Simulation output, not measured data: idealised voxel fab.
Process module in this document: voxel spacer lines
In the cross-section labelled cut, the width is 255 nm and each square cell is 5 nm.
For the purposes of this document, a cross-section shall be understood as a grid of square cells, specified as bands listed in top-to-bottom order, each band consisting of one or more rows of cells. First you get the band's top height and its bottom height, in nm, and then the materials it's made of, left to right, with each width in nm. If you see a single material with "full width", that one covers the band edge to edge. "air" is empty space. Height datum 0, below which the as-received substrate wafer is one material. Lowest band open at the bottom, running downward: "0..down". When a width is written as two numbers, as in "30..40", the first number is the width in the top row of cells of the band and the second is the width in its bottom row, and the width changes by the same amount from each row to the next. Where a step carries "all unchanged", the cross-section came out of it unchanged, cell for cell. The entry titled "Closed internal cavities" provides the empty spaces that have no open way to the top, restricted to those of 8 cells or more. Each is presented as width x height at distance, the distance being measured from the left edge, with all three in nm. Past the settings on a step's line: simulator remark, on that step. For masked steps, "overlay nm" on the step line gives how far right of plan the mask actually lay; a minus sign means it lay to the left.
Process steps foreseen in the plan
- 1: RECEIVE [material Si]
- 2: CONFORMAL_DEP [material Al2O3] [thk nm 5]
- 3: DIRECTIONAL_DEP [material SiN] [thk nm 10]
- 4: DIRECTIONAL_DEP [material aC] [thk nm 25]
- 5: PATTERN [tone cover] [mask id MANDREL] [material resist] [width nm 20] [pitch nm 60] [thk nm 35] [overlay nm 0]
- 6: DIRECTIONAL_ETCH [etch materials aC] [depth nm 25]
- 7: STRIP [etch materials resist]
- 8: CONFORMAL_DEP [material SiO2] [thk nm 10]
- 9: DIRECTIONAL_ETCH [etch materials SiO2] [depth nm 10]
- 10: STRIP [etch materials aC]
- 11: DIRECTIONAL_ETCH [etch materials SiN] [depth nm 10]
- 12: STRIP [etch materials SiO2]
- 13: FILL_DEP [material SiO2] [thk nm 10]
- 14: CMP [height nm 15]
Wafer, first of two, run as planned
As-received wafer cross-section (after step 1)
	0..down | Si full width
	Closed internal cavities: none
After step 2, in cross-section
	5..0 | Al2O3 full width
	Whatever lies below 0 is exactly as it was before.
After step 3, in cross-section
	15..5 | SiN full width
	Whatever lies below 5 is exactly as it was before.
After step 4, in cross-section
	40..15 | aC full width
	Whatever lies below 15 is exactly as it was before.
After step 5, in cross-section
	75..40 | air 55, then resist 20, then air 40, then resist 20, then air 40, then resist 20, then air 60
	Whatever lies below 40 is exactly as it was before.
After step 6, in cross-section
	50..40 | air 55, then resist 20, then air 40, then resist 20, then air 40, then resist 20, then air 60
	40..15 | air 55, then aC 20, then air 40, then aC 20, then air 40, then aC 20, then air 60
	Whatever lies below 15 is exactly as it was before.
After step 7, in cross-section
	40..15 | air 55, then aC 20, then air 40, then aC 20, then air 40, then aC 20, then air 60
	Whatever lies below 15 is exactly as it was before.
After step 8, in cross-section
	50..40 | air 45, then SiO2 40, then air 20, then SiO2 40, then air 20, then SiO2 40, then air 50
	40..25 | air 45, then SiO2 10, then aC 20, then SiO2 10, then air 20, then SiO2 10, then aC 20, then SiO2 10, then air 20, then SiO2 10, then aC 20, then SiO2 10, then air 50
	25..15 | SiO2 55, then aC 20, then SiO2 40, then aC 20, then SiO2 40, then aC 20, then SiO2 60
	Whatever lies below 15 is exactly as it was before.
After step 9, in cross-section
	40..15 | air 45, then SiO2 10, then aC 20, then SiO2 10, then air 20, then SiO2 10, then aC 20, then SiO2 10, then air 20, then SiO2 10, then aC 20, then SiO2 10, then air 50
	Whatever lies below 15 is exactly as it was before.
After step 10, in cross-section
	40..15 | air 45, then SiO2 10, then air 20, then SiO2 10, then air 20, then SiO2 10, then air 20, then SiO2 10, then air 20, then SiO2 10, then air 20, then SiO2 10, then air 50
	Whatever lies below 15 is exactly as it was before.
After step 11, in cross-section
	40..15 | air 45, then SiO2 10, then air 20, then SiO2 10, then air 20, then SiO2 10, then air 20, then SiO2 10, then air 20, then SiO2 10, then air 20, then SiO2 10, then air 50
	15..5 | air 45, then SiN 10, then air 20, then SiN 10, then air 20, then SiN 10, then air 20, then SiN 10, then air 20, then SiN 10, then air 20, then SiN 10, then air 50
	Whatever lies below 5 is exactly as it was before.
After step 12, in cross-section
	15..5 | air 45, then SiN 10, then air 20, then SiN 10, then air 20, then SiN 10, then air 20, then SiN 10, then air 20, then SiN 10, then air 20, then SiN 10, then air 50
	Whatever lies below 5 is exactly as it was before.
After step 13, in cross-section
	25..15 | SiO2 full width
	15..5 | SiO2 45, then SiN 10, then SiO2 20, then SiN 10, then SiO2 20, then SiN 10, then SiO2 20, then SiN 10, then SiO2 20, then SiN 10, then SiO2 20, then SiN 10, then SiO2 50
	Whatever lies below 5 is exactly as it was before.
After step 14, in cross-section
	15..5 | SiO2 45, then SiN 10, then SiO2 20, then SiN 10, then SiO2 20, then SiN 10, then SiO2 20, then SiN 10, then SiO2 20, then SiN 10, then SiO2 20, then SiN 10, then SiO2 50
	Whatever lies below 5 is exactly as it was before.
The second wafer: identical to the first at the outset and in its planned sequence, differing only in that one mistake was made during processing; up to and including step 1, its path is the first wafer's path
Cross-section of the second wafer when, according to plan, step 2 should have finished: all unchanged
Cross-section of the second wafer when, according to plan, step 3 should have finished
	10..0 | SiN full width
	Whatever lies below 0 is exactly as it was before.
Cross-section of the second wafer when, according to plan, step 4 should have finished
	35..10 | aC full width
	Whatever lies below 10 is exactly as it was before.
Cross-section of the second wafer when, according to plan, step 5 should have finished
	70..35 | air 55, then resist 20, then air 40, then resist 20, then air 40, then resist 20, then air 60
	Whatever lies below 35 is exactly as it was before.
Cross-section of the second wafer when, according to plan, step 6 should have finished
	45..35 | air 55, then resist 20, then air 40, then resist 20, then air 40, then resist 20, then air 60
	35..10 | air 55, then aC 20, then air 40, then aC 20, then air 40, then aC 20, then air 60
	Whatever lies below 10 is exactly as it was before.
Cross-section of the second wafer when, according to plan, step 7 should have finished
	35..10 | air 55, then aC 20, then air 40, then aC 20, then air 40, then aC 20, then air 60
	Whatever lies below 10 is exactly as it was before.
Cross-section of the second wafer when, according to plan, step 8 should have finished
	45..35 | air 45, then SiO2 40, then air 20, then SiO2 40, then air 20, then SiO2 40, then air 50
	35..20 | air 45, then SiO2 10, then aC 20, then SiO2 10, then air 20, then SiO2 10, then aC 20, then SiO2 10, then air 20, then SiO2 10, then aC 20, then SiO2 10, then air 50
	20..10 | SiO2 55, then aC 20, then SiO2 40, then aC 20, then SiO2 40, then aC 20, then SiO2 60
	Whatever lies below 10 is exactly as it was before.
Cross-section of the second wafer when, according to plan, step 9 should have finished
	35..10 | air 45, then SiO2 10, then aC 20, then SiO2 10, then air 20, then SiO2 10, then aC 20, then SiO2 10, then air 20, then SiO2 10, then aC 20, then SiO2 10, then air 50
	Whatever lies below 10 is exactly as it was before.
Cross-section of the second wafer when, according to plan, step 10 should have finished
	35..10 | air 45, then SiO2 10, then air 20, then SiO2 10, then air 20, then SiO2 10, then air 20, then SiO2 10, then air 20, then SiO2 10, then air 20, then SiO2 10, then air 50
	Whatever lies below 10 is exactly as it was before.
Cross-section of the second wafer when, according to plan, step 11 should have finished
	35..10 | air 45, then SiO2 10, then air 20, then SiO2 10, then air 20, then SiO2 10, then air 20, then SiO2 10, then air 20, then SiO2 10, then air 20, then SiO2 10, then air 50
	10..0 | air 45, then SiN 10, then air 20, then SiN 10, then air 20, then SiN 10, then air 20, then SiN 10, then air 20, then SiN 10, then air 20, then SiN 10, then air 50
	Whatever lies below 0 is exactly as it was before.
Cross-section of the second wafer when, according to plan, step 12 should have finished
	10..0 | air 45, then SiN 10, then air 20, then SiN 10, then air 20, then SiN 10, then air 20, then SiN 10, then air 20, then SiN 10, then air 20, then SiN 10, then air 50
	Whatever lies below 0 is exactly as it was before.
Cross-section of the second wafer when, according to plan, step 13 should have finished
	20..10 | SiO2 full width
	10..0 | SiO2 45, then SiN 10, then SiO2 20, then SiN 10, then SiO2 20, then SiN 10, then SiO2 20, then SiN 10, then SiO2 20, then SiN 10, then SiO2 20, then SiN 10, then SiO2 50
	Whatever lies below 0 is exactly as it was before.
Cross-section of the second wafer when, according to plan, step 14 should have finished
	15..10 | SiO2 full width
	Whatever lies below 10 is exactly as it was before.
What was the processing mistake? step 2 of the plan got skipped, so it never ran
Upon completion, the second wafer contains, in terms of cells, a greater or smaller amount of certain materials than the first wafer: Al2O3 -51 | SiO2 +51
